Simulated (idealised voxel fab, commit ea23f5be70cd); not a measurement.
The process module that follows is named voxel wiring stack.
Cross-sectional view cut (width: 235 nm; square cell size: 5 nm).
Cross-sections here: square-cell grids, written as top-down lists of bands, a band being one or more rows of cells. Basically the band line says how high the top is and how high the bottom is, in nm, and then what's in it from left to right, every material with its width in nm. Empty space shows up as "air", and if a single material carries "all across" it runs the full band edge to edge. Height reference: 0 = level under which incoming wafer is all one material. Lowest band: no bottom, runs on downward, e.g. "0 and below". Quick explanation for "30 to 40": the width changes in equal steps down the rows of cells, from the first number in the band's top row to the second number in its bottom row. Any step labelled "all unchanged" changed none of the cells in the cross-section. "Closed void listing": empty spaces of 8 cells or more with no open way to the top, each given as width x height at distance, distance from the left edge, all in nm. On a step's line, text after the settings is the simulator commenting on that step. What "overlay nm" on a step's line means: if the step has a mask, that mask lay this far to the right of its planned place, or, when the value is negative, to the left. Pairs from here to the end. Each: cross-section before one process step, cross-section after it, the latter only as far down as the lowest band that changed. Under each: the step between, and its settings. Mind that the pairs may be taken from different runs of this module on the same starting wafer; whether a pair continues from the pair above depends on its entry headed "Geometry before processing", and it does only where that entry says so.
## Geometry before processing
* 175 down to 155 = resist 55, then air 30, then resist 15, then air 30, then resist 15, then air 30, then resist 60
* 155 down to 125 = lowk all across
* 125 down to 120 = SiCN all across
* 120 down to 105 = SiO2 55, then TiN 5, then Cu 20, then TiN 5, then SiO2 15, then TiN 5, then Cu 20, then TiN 5, then SiO2 15, then TiN 5, then Cu 20, then TiN 5, then SiO2 60
* 105 down to 100 = SiO2 55, then TiN 5, then Cu 5, then TiN 20, then SiO2 15, then TiN 30, then SiO2 15, then TiN 5, then Cu 5, then TiN 20, then SiO2 60
* 100 down to 90 = SiO2 55, then TiN 5, then Cu 5, then TiN 5, then SiO2 75, then TiN 5, then Cu 5, then TiN 5, then SiO2 75
* 90 down to 85 = SiCN 55, then TiN 15, then SiCN 75, then TiN 15, then SiCN 75
* 85 down to 80 = Cu all across
* 80 down to 75 = TiN 60, then Cu 20, then TiN 25, then Cu 20, then TiN 25, then Cu 20, then TiN 65
* 75 down to 55 = lowk 55, then TiN 5, then Cu 20, then TiN 5, then lowk 15, then TiN 5, then Cu 20, then TiN 5, then lowk 15, then TiN 5, then Cu 20, then TiN 5, then lowk 60
* 55 down to 50 = SiCN 55, then TiN 30, then SiCN 15, then TiN 30, then SiCN 15, then TiN 30, then SiCN 60
* 50 down to 40 = SiO2 55, then TiN 5, then W 5, then TiN 5, then SiO2 30, then TiN 5, then W 5, then TiN 5, then SiO2 30, then TiN 5, then W 5, then TiN 5, then SiO2 75
* 40 down to 35 = SiCN 55, then TiN 15, then SiCN 30, then TiN 15, then SiCN 30, then TiN 15, then SiCN 75
* 35 down to 15 = lowk 55, then W 30, then lowk 15, then W 30, then lowk 15, then W 30, then lowk 60
* 15 down to 10 = lowk 55, then TiN 30, then lowk 15, then TiN 30, then lowk 15, then TiN 30, then lowk 60
* 10 down to 0 = SiO2 all across
* 0 and below = Si all across
* Closed void listing: none
## Step Result
* 175 down to 155 = resist 55, then air 30, then resist 15, then air 30, then resist 15, then air 30, then resist 60
* 155 down to 140 = lowk 55, then air 30, then lowk 15, then air 30, then lowk 15, then air 30, then lowk 60
* Everything under 140 stays put, no change at all.
* Closed void listing: none
What step was run between the cross-section before it and the cross-section after it, both above? op DIRECTIONAL_ETCH | etch materials lowk | depth nm 15
Geometry before processing: nothing new to draw here, it's the after view of the pair just above.
## Step Result
* 155 down to 140 = lowk 55, then air 30, then lowk 15, then air 30, then lowk 15, then air 30, then lowk 60
* Everything under 140 stays put, no change at all.
* Closed void listing: none
What step was run between the cross-section before it and the cross-section after it, both above? op STRIP | etch materials resist
Geometry before processing: nothing new to draw here, it's the after view of the pair just above.
## Step Result
* 155 down to 140 = lowk 55, then air 30, then lowk 15, then air 30, then lowk 15, then air 30, then lowk 60
* 140 down to 125 = lowk 55, then air 15, then lowk 30, then air 15, then lowk 30, then air 15, then lowk 75
* Everything under 125 stays put, no change at all.
* Closed void listing: none
What step was run between the cross-section before it and the cross-section after it, both above? op MASKED_ETCH | tone open | mask id METAL_4_HOLES | width nm 15 | pitch nm 45 | etch materials lowk | depth nm 15 | overlay nm 0
Geometry before processing: nothing new to draw here, it's the after view of the pair just above.
## Step Result
* 155 down to 140 = lowk 55, then air 30, then lowk 15, then air 30, then lowk 15, then air 30, then lowk 60
* 140 down to 125 = lowk 55, then air 15, then lowk 30, then air 15, then lowk 30, then air 15, then lowk 75
* 125 down to 120 = SiCN 55, then air 15, then SiCN 30, then air 15, then SiCN 30, then air 15, then SiCN 75
* Everything under 120 stays put, no change at all.
* Closed void listing: none
What step was run between the cross-section before it and the cross-section after it, both above? op MASKED_ETCH | tone open | mask id METAL_4_HOLES | width nm 15 | pitch nm 45 | etch materials SiCN | depth nm 5 | overlay nm 0
Geometry before processing: nothing new to draw here, it's the after view of the pair just above.
## Step Result
* 160 down to 155 = TiN 60, then air 20, then TiN 25, then air 20, then TiN 25, then air 20, then TiN 65
* 155 down to 145 = lowk 55, then TiN 5, then air 20, then TiN 5, then lowk 15, then TiN 5, then air 20, then TiN 5, then lowk 15, then TiN 5, then air 20, then TiN 5, then lowk 60
* 145 down to 140 = lowk 55, then TiN 5, then air 5, then TiN 20, then lowk 15, then TiN 5, then air 5, then TiN 20, then lowk 15, then TiN 5, then air 5, then TiN 20, then lowk 60
* 140 down to 125 = lowk 55, then TiN 5, then air 5, then TiN 5, then lowk 30, then TiN 5, then air 5, then TiN 5, then lowk 30, then TiN 5, then air 5, then TiN 5, then lowk 75
* 125 down to 120 = SiCN 55, then TiN 15, then SiCN 30, then TiN 15, then SiCN 30, then TiN 15, then SiCN 75
* Everything under 120 stays put, no change at all.
* Closed void listing: none
What step was run between the cross-section before it and the cross-section after it, both above? op CONFORMAL_DEP | material TiN | thk nm 5
Geometry before processing: nothing new to draw here, it's the after view of the pair just above.
## Step Result
* 170 down to 160 = Cu all across
* 160 down to 155 = TiN 60, then Cu 20, then TiN 25, then Cu 20, then TiN 25, then Cu 20, then TiN 65
* 155 down to 145 = lowk 55, then TiN 5, then Cu 20, then TiN 5, then lowk 15, then TiN 5, then Cu 20, then TiN 5, then lowk 15, then TiN 5, then Cu 20, then TiN 5, then lowk 60
* 145 down to 140 = lowk 55, then TiN 5, then Cu 5, then TiN 20, then lowk 15, then TiN 5, then Cu 5, then TiN 20, then lowk 15, then TiN 5, then Cu 5, then TiN 20, then lowk 60
* 140 down to 125 = lowk 55, then TiN 5, then Cu 5, then TiN 5, then lowk 30, then TiN 5, then Cu 5, then TiN 5, then lowk 30, then TiN 5, then Cu 5, then TiN 5, then lowk 75
* Everything under 125 stays put, no change at all.
* Closed void listing: none
What step was run between the cross-section before it and the cross-section after it, both above? op FILL_DEP | material Cu | thk nm 10
Geometry before processing: nothing new to draw here, it's the after view of the pair just above.
## Step Result
* 155 down to 145 = lowk 55, then TiN 5, then Cu 20, then TiN 5, then lowk 15, then TiN 5, then Cu 20, then TiN 5, then lowk 15, then TiN 5, then Cu 20, then TiN 5, then lowk 60
* Everything under 145 stays put, no change at all.
* Closed void listing: none
What step was run between the cross-section before it and the cross-section after it, both above? op CMP | height nm 155
Geometry before processing: nothing new to draw here, it's the after view of the pair just above.
## Step Result
* 160 down to 155 = SiN all across
* Everything under 155 stays put, no change at all.
* Closed void listing: none
What step was run between the cross-section before it and the cross-section after it, both above? op CONFORMAL_DEP | material SiN | thk nm 5
## Geometry before processing
* 155 down to 140 = lowk 55, then air 30, then lowk 15, then air 30, then lowk 15, then air 30, then lowk 60
* 140 down to 125 = lowk all across
* 125 down to 120 = SiCN all across
* 120 down to 105 = SiO2 55, then TiN 5, then Cu 20, then TiN 5, then SiO2 15, then TiN 5, then Cu 20, then TiN 5, then SiO2 15, then TiN 5, then Cu 20, then TiN 5, then SiO2 60
* 105 down to 100 = SiO2 55, then TiN 5, then Cu 5, then TiN 20, then SiO2 15, then TiN 30, then SiO2 15, then TiN 5, then Cu 5, then TiN 20, then SiO2 60
* 100 down to 90 = SiO2 55, then TiN 5, then Cu 5, then TiN 5, then SiO2 75, then TiN 5, then Cu 5, then TiN 5, then SiO2 75
* 90 down to 85 = SiCN 55, then TiN 15, then SiCN 75, then TiN 15, then SiCN 75
* 85 down to 65 = lowk 55, then TiN 5, then Cu 20, then TiN 5, then lowk 15, then TiN 5, then Cu 20, then TiN 5, then lowk 15, then TiN 5, then Cu 20, then TiN 5, then lowk 60
* 65 down to 60 = SiCN 55, then TiN 30, then SiCN 15, then TiN 30, then SiCN 15, then TiN 30, then SiCN 60
* 60 down to 40 = SiO2 55, then TiN 5, then W 5, then TiN 5, then SiO2 30, then TiN 5, then W 5, then TiN 5, then SiO2 30, then TiN 5, then W 5, then TiN 5, then SiO2 75
* 40 down to 35 = SiCN 55, then TiN 15, then SiCN 30, then TiN 15, then SiCN 30, then TiN 15, then SiCN 75
* 35 down to 15 = lowk 55, then W 30, then lowk 15, then W 30, then lowk 15, then W 30, then lowk 60
* 15 down to 10 = lowk 55, then TiN 30, then lowk 15, then TiN 30, then lowk 15, then TiN 30, then lowk 60
* 10 down to 0 = SiO2 all across
* 0 and below = Si all across
* Closed void listing: none
## Step Result
* 155 down to 140 = lowk 50, then air 35, then lowk 10, then air 35, then lowk 10, then air 35, then lowk 60
* 140 down to 125 = lowk 55, then air 20, then lowk 25, then air 20, then lowk 25, then air 20, then lowk 70
* Everything under 125 stays put, no change at all.
* Closed void listing: none
What step was run between the cross-section before it and the cross-section after it, both above? op MASKED_ETCH | tone open | mask id METAL_4_HOLES | width nm 25 | pitch nm 45 | etch materials lowk | depth nm 15 | overlay nm 0
Geometry before processing: nothing new to draw here, it's the after view of the pair just above.
## Step Result
* 155 down to 140 = lowk 50, then air 35, then lowk 10, then air 35, then lowk 10, then air 35, then lowk 60
* 140 down to 125 = lowk 55, then air 20, then lowk 25, then air 20, then lowk 25, then air 20, then lowk 70
* 125 down to 120 = SiCN 55, then air 15, then SiCN 30, then air 15, then SiCN 30, then air 15, then SiCN 75
* Everything under 120 stays put, no change at all.
* Closed void listing: none
What step was run between the cross-section before it and the cross-section after it, both above? op MASKED_ETCH | tone open | mask id METAL_4_HOLES | width nm 15 | pitch nm 45 | etch materials SiCN | depth nm 5 | overlay nm 0
Geometry before processing: nothing new to draw here, it's the after view of the pair just above.
## Step Result
* 160 down to 155 = TiN 55, then air 25, then TiN 20, then air 25, then TiN 20, then air 25, then TiN 65
* 155 down to 145 = lowk 50, then TiN 5, then air 25, then TiN 5, then lowk 10, then TiN 5, then air 25, then TiN 5, then lowk 10, then TiN 5, then air 25, then TiN 5, then lowk 60
* 145 down to 140 = lowk 50, then TiN 10, then air 10, then TiN 15, then lowk 10, then TiN 10, then air 10, then TiN 15, then lowk 10, then TiN 10, then air 10, then TiN 15, then lowk 60
* 140 down to 130 = lowk 55, then TiN 5, then air 10, then TiN 5, then lowk 25, then TiN 5, then air 10, then TiN 5, then lowk 25, then TiN 5, then air 10, then TiN 5, then lowk 70
* 130 down to 125 = lowk 55, then TiN 5, then air 5, then TiN 10, then lowk 25, then TiN 5, then air 5, then TiN 10, then lowk 25, then TiN 5, then air 5, then TiN 10, then lowk 70
* 125 down to 120 = SiCN 55, then TiN 15, then SiCN 30, then TiN 15, then SiCN 30, then TiN 15, then SiCN 75
* Everything under 120 stays put, no change at all.
* Closed void listing: none
What step was run between the cross-section before it and the cross-section after it, both above? op CONFORMAL_DEP | material TiN | thk nm 5
Geometry before processing: nothing new to draw here, it's the after view of the pair just above.
## Step Result
* 170 down to 160 = Cu all across
* 160 down to 155 = TiN 55, then Cu 25, then TiN 20, then Cu 25, then TiN 20, then Cu 25, then TiN 65
* 155 down to 145 = lowk 50, then TiN 5, then Cu 25, then TiN 5, then lowk 10, then TiN 5, then Cu 25, then TiN 5, then lowk 10, then TiN 5, then Cu 25, then TiN 5, then lowk 60
* 145 down to 140 = lowk 50, then TiN 10, then Cu 10, then TiN 15, then lowk 10, then TiN 10, then Cu 10, then TiN 15, then lowk 10, then TiN 10, then Cu 10, then TiN 15, then lowk 60
* 140 down to 130 = lowk 55, then TiN 5, then Cu 10, then TiN 5, then lowk 25, then TiN 5, then Cu 10, then TiN 5, then lowk 25, then TiN 5, then Cu 10, then TiN 5, then lowk 70
* 130 down to 125 = lowk 55, then TiN 5, then Cu 5, then TiN 10, then lowk 25, then TiN 5, then Cu 5, then TiN 10, then lowk 25, then TiN 5, then Cu 5, then TiN 10, then lowk 70
* Everything under 125 stays put, no change at all.
* Closed void listing: none
What step was run between the cross-section before it and the cross-section after it, both above? op FILL_DEP | material Cu | thk nm 10
Geometry before processing: nothing new to draw here, it's the after view of the pair just above.
## Step Result
* 155 down to 145 = lowk 50, then TiN 5, then Cu 25, then TiN 5, then lowk 10, then TiN 5, then Cu 25, then TiN 5, then lowk 10, then TiN 5, then Cu 25, then TiN 5, then lowk 60
* Everything under 145 stays put, no change at all.
* Closed void listing: none
What step was run between the cross-section before it and the cross-section after it, both above? op CMP | height nm 155
Geometry before processing: nothing new to draw here, it's the after view of the pair just above.
## Step Result
* 160 down to 155 = SiN all across
* Everything under 155 stays put, no change at all.
* Closed void listing: none
What step was run between the cross-section before it and the cross-section after it, both above? op CONFORMAL_DEP | material SiN | thk nm 5
## Geometry before processing
* 155 down to 140 = lowk 55, then air 30, then lowk 15, then air 30, then lowk 15, then air 30, then lowk 60
* 140 down to 125 = lowk all across
* 125 down to 120 = SiCN all across
* 120 down to 105 = SiO2 55, then TiN 5, then Cu 20, then TiN 5, then SiO2 15, then TiN 5, then Cu 20, then TiN 5, then SiO2 15, then TiN 5, then Cu 20, then TiN 5, then SiO2 60
* 105 down to 100 = SiO2 55, then TiN 5, then Cu 5, then TiN 20, then SiO2 15, then TiN 30, then SiO2 15, then TiN 5, then Cu 5, then TiN 20, then SiO2 60
* 100 down to 90 = SiO2 55, then TiN 5, then Cu 5, then TiN 5, then SiO2 75, then TiN 5, then Cu 5, then TiN 5, then SiO2 75
* 90 down to 85 = SiCN 55, then TiN 15, then SiCN 75, then TiN 15, then SiCN 75
* 85 down to 65 = lowk 55, then TiN 5, then Cu 20, then TiN 5, then lowk 15, then TiN 5, then Cu 20, then TiN 5, then lowk 15, then TiN 5, then Cu 20, then TiN 5, then lowk 60
* 65 down to 60 = SiCN 55, then TiN 30, then SiCN 15, then TiN 30, then SiCN 15, then TiN 30, then SiCN 60
* 60 down to 40 = SiO2 55, then TiN 5, then W 5, then TiN 5, then SiO2 30, then TiN 5, then W 5, then TiN 5, then SiO2 30, then TiN 5, then W 5, then TiN 5, then SiO2 75
* 40 down to 35 = SiCN 55, then TiN 15, then SiCN 30, then TiN 15, then SiCN 30, then TiN 15, then SiCN 75
* 35 down to 15 = lowk 55, then W 30, then lowk 15, then W 30, then lowk 15, then W 30, then lowk 60
* 15 down to 10 = lowk 55, then TiN 30, then lowk 15, then TiN 30, then lowk 15, then TiN 30, then lowk 60
* 10 down to 0 = SiO2 all across
* 0 and below = Si all across
* Closed void listing: none
## Step Result
* 155 down to 140 = lowk 55, then air 30, then lowk 15, then air 30, then lowk 15, then air 30, then lowk 60
* 140 down to 125 = lowk 65, then air 15, then lowk 30, then air 15, then lowk 30, then air 15, then lowk 65
* Everything under 125 stays put, no change at all.
* Closed void listing: none
What step was run between the cross-section before it and the cross-section after it, both above? op MASKED_ETCH | tone open | mask id METAL_4_HOLES | width nm 15 | pitch nm 45 | etch materials lowk | depth nm 15 | overlay nm 10
Geometry before processing: nothing new to draw here, it's the after view of the pair just above.
## Step Result
* 155 down to 140 = lowk 55, then air 30, then lowk 15, then air 30, then lowk 15, then air 30, then lowk 60
* 140 down to 125 = lowk 65, then air 15, then lowk 30, then air 15, then lowk 30, then air 15, then lowk 65
* 125 down to 120 = SiCN 65, then air 5, then SiCN 40, then air 5, then SiCN 40, then air 5, then SiCN 75
* Everything under 120 stays put, no change at all.
* Closed void listing: none
What step was run between the cross-section before it and the cross-section after it, both above? op MASKED_ETCH | tone open | mask id METAL_4_HOLES | width nm 15 | pitch nm 45 | etch materials SiCN | depth nm 5 | overlay nm 0
Geometry before processing: nothing new to draw here, it's the after view of the pair just above.
## Step Result
* 160 down to 155 = TiN 60, then air 20, then TiN 25, then air 20, then TiN 25, then air 20, then TiN 65
* 155 down to 145 = lowk 55, then TiN 5, then air 20, then TiN 5, then lowk 15, then TiN 5, then air 20, then TiN 5, then lowk 15, then TiN 5, then air 20, then TiN 5, then lowk 60
* 145 down to 140 = lowk 55, then TiN 15, then air 5, then TiN 10, then lowk 15, then TiN 15, then air 5, then TiN 10, then lowk 15, then TiN 15, then air 5, then TiN 10, then lowk 60
* 140 down to 130 = lowk 65, then TiN 5, then air 5, then TiN 5, then lowk 30, then TiN 5, then air 5, then TiN 5, then lowk 30, then TiN 5, then air 5, then TiN 5, then lowk 65
* 130 down to 125 = lowk 65, then TiN 15, then lowk 30, then TiN 15, then lowk 30, then TiN 15, then lowk 65
* 125 down to 120 = SiCN 65, then TiN 5, then SiCN 40, then TiN 5, then SiCN 40, then TiN 5, then SiCN 75
* Everything under 120 stays put, no change at all.
* Closed void listing: none
What step was run between the cross-section before it and the cross-section after it, both above? op CONFORMAL_DEP | material TiN | thk nm 5
Geometry before processing: nothing new to draw here, it's the after view of the pair just above.
## Step Result
* 170 down to 160 = Cu all across
* 160 down to 155 = TiN 60, then Cu 20, then TiN 25, then Cu 20, then TiN 25, then Cu 20, then TiN 65
* 155 down to 145 = lowk 55, then TiN 5, then Cu 20, then TiN 5, then lowk 15, then TiN 5, then Cu 20, then TiN 5, then lowk 15, then TiN 5, then Cu 20, then TiN 5, then lowk 60
* 145 down to 140 = lowk 55, then TiN 15, then Cu 5, then TiN 10, then lowk 15, then TiN 15, then Cu 5, then TiN 10, then lowk 15, then TiN 15, then Cu 5, then TiN 10, then lowk 60
* 140 down to 130 = lowk 65, then TiN 5, then Cu 5, then TiN 5, then lowk 30, then TiN 5, then Cu 5, then TiN 5, then lowk 30, then TiN 5, then Cu 5, then TiN 5, then lowk 65
* Everything under 130 stays put, no change at all.
* Closed void listing: none
What step was run between the cross-section before it and the cross-section after it, both above? op FILL_DEP | material Cu | thk nm 10
Geometry before processing: nothing new to draw here, it's the after view of the pair just above.
## Step Result
* 155 down to 145 = lowk 55, then TiN 5, then Cu 20, then TiN 5, then lowk 15, then TiN 5, then Cu 20, then TiN 5, then lowk 15, then TiN 5, then Cu 20, then TiN 5, then lowk 60
* Everything under 145 stays put, no change at all.
* Closed void listing: none
What step was run between the cross-section before it and the cross-section after it, both above? op CMP | height nm 155
Geometry before processing: nothing new to draw here, it's the after view of the pair just above.
## Step Result
* 160 down to 155 = SiN all across
* Everything under 155 stays put, no change at all.
* Closed void listing: none
What step was run between the cross-section before it and the cross-section after it, both above? op CONFORMAL_DEP | material SiN | thk nm 5
## Geometry before processing
* 35 down to 15 = lowk 55, then W 30, then lowk 15, then W 30, then lowk 15, then W 30, then lowk 60
* 15 down to 10 = lowk 55, then TiN 30, then lowk 15, then TiN 30, then lowk 15, then TiN 30, then lowk 60
* 10 down to 0 = SiO2 all across
* 0 and below = Si all across
* Closed void listing: none
## Step Result
* 40 down to 35 = TiN all across
* Everything under 35 stays put, no change at all.
* Closed void listing: none
What step was run between the cross-section before it and the cross-section after it, both above? op CONFORMAL_DEP | material TiN | thk nm 5
Geometry before processing: nothing new to draw here, it's the after view of the pair just above.
## Step Result
* 60 down to 40 = SiO2 all across
* Everything under 40 stays put, no change at all.
* Closed void listing: none
What step was run between the cross-section before it and the cross-section after it, both above? op DIRECTIONAL_DEP | material SiO2 | thk nm 20
Geometry before processing: nothing new to draw here, it's the after view of the pair just above.
## Step Result
* 75 down to 60 = aC all across
* Everything under 60 stays put, no change at all.
* Closed void listing: none
What step was run between the cross-section before it and the cross-section after it, both above? op DIRECTIONAL_DEP | material aC | thk nm 15
Geometry before processing: nothing new to draw here, it's the after view of the pair just above.
## Step Result
* 110 down to 75 = resist 55, then air 15, then resist 30, then air 15, then resist 30, then air 15, then resist 75
* Everything under 75 stays put, no change at all.
* Closed void listing: none
What step was run between the cross-section before it and the cross-section after it, both above? op PATTERN | tone open | mask id PLUG_1 | material resist | width nm 15 | pitch nm 45 | thk nm 35 | overlay nm 0
Geometry before processing: nothing new to draw here, it's the after view of the pair just above.
## Step Result
* 95 down to 75 = resist 55, then air 15, then resist 30, then air 15, then resist 30, then air 15, then resist 75
* 75 down to 60 = aC 55, then air 15, then aC 30, then air 15, then aC 30, then air 15, then aC 75
* Everything under 60 stays put, no change at all.
* Closed void listing: none
What step was run between the cross-section before it and the cross-section after it, both above? op DIRECTIONAL_ETCH | etch materials aC | depth nm 15
Geometry before processing: nothing new to draw here, it's the after view of the pair just above.
## Step Result
* 75 down to 60 = aC 55, then air 15, then aC 30, then air 15, then aC 30, then air 15, then aC 75
* Everything under 60 stays put, no change at all.
* Closed void listing: none
What step was run between the cross-section before it and the cross-section after it, both above? op STRIP | etch materials resist
Geometry before processing: nothing new to draw here, it's the after view of the pair just above.
## Step Result
* 75 down to 60 = aC 55, then air 15, then aC 30, then air 15, then aC 30, then air 15, then aC 75
* 60 down to 40 = SiO2 55, then air 15, then SiO2 30, then air 15, then SiO2 30, then air 15, then SiO2 75
* Everything under 40 stays put, no change at all.
* Closed void listing: none
What step was run between the cross-section before it and the cross-section after it, both above? op DIRECTIONAL_ETCH | etch materials SiO2 | depth nm 20
Geometry before processing: nothing new to draw here, it's the after view of the pair just above.
## Step Result
* 60 down to 40 = SiO2 55, then air 15, then SiO2 30, then air 15, then SiO2 30, then air 15, then SiO2 75
* Everything under 40 stays put, no change at all.
* Closed void listing: none
What step was run between the cross-section before it and the cross-section after it, both above? op STRIP | etch materials aC
Geometry before processing: nothing new to draw here, it's the after view of the pair just above.
## Step Result
* 65 down to 60 = TiN 60, then air 5, then TiN 40, then air 5, then TiN 40, then air 5, then TiN 80
* 60 down to 45 = SiO2 55, then TiN 5, then air 5, then TiN 5, then SiO2 30, then TiN 5, then air 5, then TiN 5, then SiO2 30, then TiN 5, then air 5, then TiN 5, then SiO2 75
* 45 down to 40 = SiO2 55, then TiN 15, then SiO2 30, then TiN 15, then SiO2 30, then TiN 15, then SiO2 75
* Everything under 40 stays put, no change at all.
* Closed void listing: none
What step was run between the cross-section before it and the cross-section after it, both above? op CONFORMAL_DEP | material TiN | thk nm 5
Geometry before processing: nothing new to draw here, it's the after view of the pair just above.
## Step Result
* 75 down to 65 = W all across
* 65 down to 60 = TiN 60, then W 5, then TiN 40, then W 5, then TiN 40, then W 5, then TiN 80
* 60 down to 45 = SiO2 55, then TiN 5, then W 5, then TiN 5, then SiO2 30, then TiN 5, then W 5, then TiN 5, then SiO2 30, then TiN 5, then W 5, then TiN 5, then SiO2 75
* Everything under 45 stays put, no change at all.
* Closed void listing: none
What step was run between the cross-section before it and the cross-section after it, both above? op FILL_DEP | material W | thk nm 10
Geometry before processing: nothing new to draw here, it's the after view of the pair just above.
## Step Result
* 60 down to 45 = SiO2 55, then TiN 5, then W 5, then TiN 5, then SiO2 30, then TiN 5, then W 5, then TiN 5, then SiO2 30, then TiN 5, then W 5, then TiN 5, then SiO2 75
* Everything under 45 stays put, no change at all.
* Closed void listing: none
What step was run between the cross-section before it and the cross-section after it, both above? op CMP | height nm 60
Geometry before processing: nothing new to draw here, it's the after view of the pair just above.
## Step Result
* 65 down to 60 = SiCN all across
* Everything under 60 stays put, no change at all.
* Closed void listing: none
What step was run between the cross-section before it and the cross-section after it, both above? op CONFORMAL_DEP | material SiCN | thk nm 5
Geometry before processing: nothing new to draw here, it's the after view of the pair just above.
## Step Result
* 85 down to 65 = lowk all across
* Everything under 65 stays put, no change at all.
* Closed void listing: none
What step was run between the cross-section before it and the cross-section after it, both above? op DIRECTIONAL_DEP | material lowk | thk nm 20
Geometry before processing: nothing new to draw here, it's the after view of the pair just above.
## Step Result
* 100 down to 85 = resist 55, then air 30, then resist 15, then air 30, then resist 15, then air 30, then resist 60
* Everything under 85 stays put, no change at all.
* Closed void listing: none
What step was run between the cross-section before it and the cross-section after it, both above? op PATTERN | tone open | mask id METAL_2 | material resist | width nm 30 | pitch nm 45 | thk nm 15 | overlay nm 0
Geometry before processing: nothing new to draw here, it's the after view of the pair just above.
## Step Result
* 100 down to 85 = resist 55, then air 30, then resist 15, then air 30, then resist 15, then air 30, then resist 60
* 85 down to 65 = lowk 55, then air 30, then lowk 15, then air 30, then lowk 15, then air 30, then lowk 60
* Everything under 65 stays put, no change at all.
* Closed void listing: none
What step was run between the cross-section before it and the cross-section after it, both above? op DIRECTIONAL_ETCH | etch materials lowk | depth nm 20
Geometry before processing: nothing new to draw here, it's the after view of the pair just above.
## Step Result
* 100 down to 85 = resist 55, then air 30, then resist 15, then air 30, then resist 15, then air 30, then resist 60
* 85 down to 65 = lowk 55, then air 30, then lowk 15, then air 30, then lowk 15, then air 30, then lowk 60
* 65 down to 60 = SiCN 55, then air 30, then SiCN 15, then air 30, then SiCN 15, then air 30, then SiCN 60
* Everything under 60 stays put, no change at all.
* Closed void listing: none
What step was run between the cross-section before it and the cross-section after it, both above? op DIRECTIONAL_ETCH | etch materials SiCN | depth nm 5
Geometry before processing: nothing new to draw here, it's the after view of the pair just above.
## Step Result
* 85 down to 65 = lowk 55, then air 30, then lowk 15, then air 30, then lowk 15, then air 30, then lowk 60
* Everything under 65 stays put, no change at all.
* Closed void listing: none
What step was run between the cross-section before it and the cross-section after it, both above? op STRIP | etch materials resist
Geometry before processing: nothing new to draw here, it's the after view of the pair just above.
## Step Result
* 90 down to 85 = TiN 60, then air 20, then TiN 25, then air 20, then TiN 25, then air 20, then TiN 65
* 85 down to 65 = lowk 55, then TiN 5, then air 20, then TiN 5, then lowk 15, then TiN 5, then air 20, then TiN 5, then lowk 15, then TiN 5, then air 20, then TiN 5, then lowk 60
* 65 down to 60 = SiCN 55, then TiN 30, then SiCN 15, then TiN 30, then SiCN 15, then TiN 30, then SiCN 60
* Everything under 60 stays put, no change at all.
* Closed void listing: none
What step was run between the cross-section before it and the cross-section after it, both above? op CONFORMAL_DEP | material TiN | thk nm 5
Geometry before processing: nothing new to draw here, it's the after view of the pair just above.
## Step Result
* 95 down to 90 = Cu all across
* 90 down to 85 = TiN 60, then Cu 20, then TiN 25, then Cu 20, then TiN 25, then Cu 20, then TiN 65
* 85 down to 65 = lowk 55, then TiN 5, then Cu 20, then TiN 5, then lowk 15, then TiN 5, then Cu 20, then TiN 5, then lowk 15, then TiN 5, then Cu 20, then TiN 5, then lowk 60
* Everything under 65 stays put, no change at all.
* Closed void listing: none
What step was run between the cross-section before it and the cross-section after it, both above? op FILL_DEP | material Cu | thk nm 5
Geometry before processing: nothing new to draw here, it's the after view of the pair just above.
## Step Result
* 85 down to 65 = lowk 55, then TiN 5, then Cu 20, then TiN 5, then lowk 15, then TiN 5, then Cu 20, then TiN 5, then lowk 15, then TiN 5, then Cu 20, then TiN 5, then lowk 60
* Everything under 65 stays put, no change at all.
* Closed void listing: none
What step was run between the cross-section before it and the cross-section after it, both above? op CMP | height nm 85
Geometry before processing: nothing new to draw here, it's the after view of the pair just above.
## Step Result
* 90 down to 85 = SiCN all across
* Everything under 85 stays put, no change at all.
* Closed void listing: none
What step was run between the cross-section before it and the cross-section after it, both above? op CONFORMAL_DEP | material SiCN | thk nm 5
Geometry before processing: nothing new to draw here, it's the after view of the pair just above.
## Step Result
* 120 down to 90 = SiO2 all across
* Everything under 90 stays put, no change at all.
* Closed void listing: none
What step was run between the cross-section before it and the cross-section after it, both above? op DIRECTIONAL_DEP | material SiO2 | thk nm 30
Geometry before processing: nothing new to draw here, it's the after view of the pair just above.
## Step Result
* 135 down to 120 = resist 55, then air 30, then resist 15, then air 30, then resist 15, then air 30, then resist 60
* Everything under 120 stays put, no change at all.
* Closed void listing: none
What step was run between the cross-section before it and the cross-section after it, both above? op PATTERN | tone open | mask id METAL_3 | material resist | width nm 30 | pitch nm 45 | thk nm 15 | overlay nm 0
Geometry before processing: nothing new to draw here, it's the after view of the pair just above.
## Step Result
* 135 down to 120 = resist 55, then air 30, then resist 15, then air 30, then resist 15, then air 30, then resist 60
* 120 down to 100 = SiO2 55, then air 30, then SiO2 15, then air 30, then SiO2 15, then air 30, then SiO2 60
* Everything under 100 stays put, no change at all.
* Closed void listing: none
What step was run between the cross-section before it and the cross-section after it, both above? op DIRECTIONAL_ETCH | etch materials SiO2 | depth nm 20
Geometry before processing: nothing new to draw here, it's the after view of the pair just above.
## Step Result
* 120 down to 100 = SiO2 55, then air 30, then SiO2 15, then air 30, then SiO2 15, then air 30, then SiO2 60
* Everything under 100 stays put, no change at all.
* Closed void listing: none
What step was run between the cross-section before it and the cross-section after it, both above? op STRIP | etch materials resist
Geometry before processing: nothing new to draw here, it's the after view of the pair just above.
## Step Result
* 140 down to 120 = resist 55, then air 15, then resist 75, then air 15, then resist 75
* 120 down to 100 = SiO2 55, then air 15, then resist 15, then SiO2 15, then resist 30, then SiO2 15, then air 15, then resist 15, then SiO2 60
* Everything under 100 stays put, no change at all.
* Closed void listing: none
What step was run between the cross-section before it and the cross-section after it, both above? op PATTERN | tone open | mask id METAL_3_HOLES | material resist | width nm 15 | pitch nm 90 | thk nm 20 | overlay nm 0
Geometry before processing: nothing new to draw here, it's the after view of the pair just above.
## Step Result
* 140 down to 120 = resist 55, then air 15, then resist 75, then air 15, then resist 75
* 120 down to 100 = SiO2 55, then air 15, then resist 15, then SiO2 15, then resist 30, then SiO2 15, then air 15, then resist 15, then SiO2 60
* 100 down to 90 = SiO2 55, then air 15, then SiO2 75, then air 15, then SiO2 75
* Everything under 90 stays put, no change at all.
* Closed void listing: none
What step was run between the cross-section before it and the cross-section after it, both above? op DIRECTIONAL_ETCH | etch materials SiO2 | depth nm 10
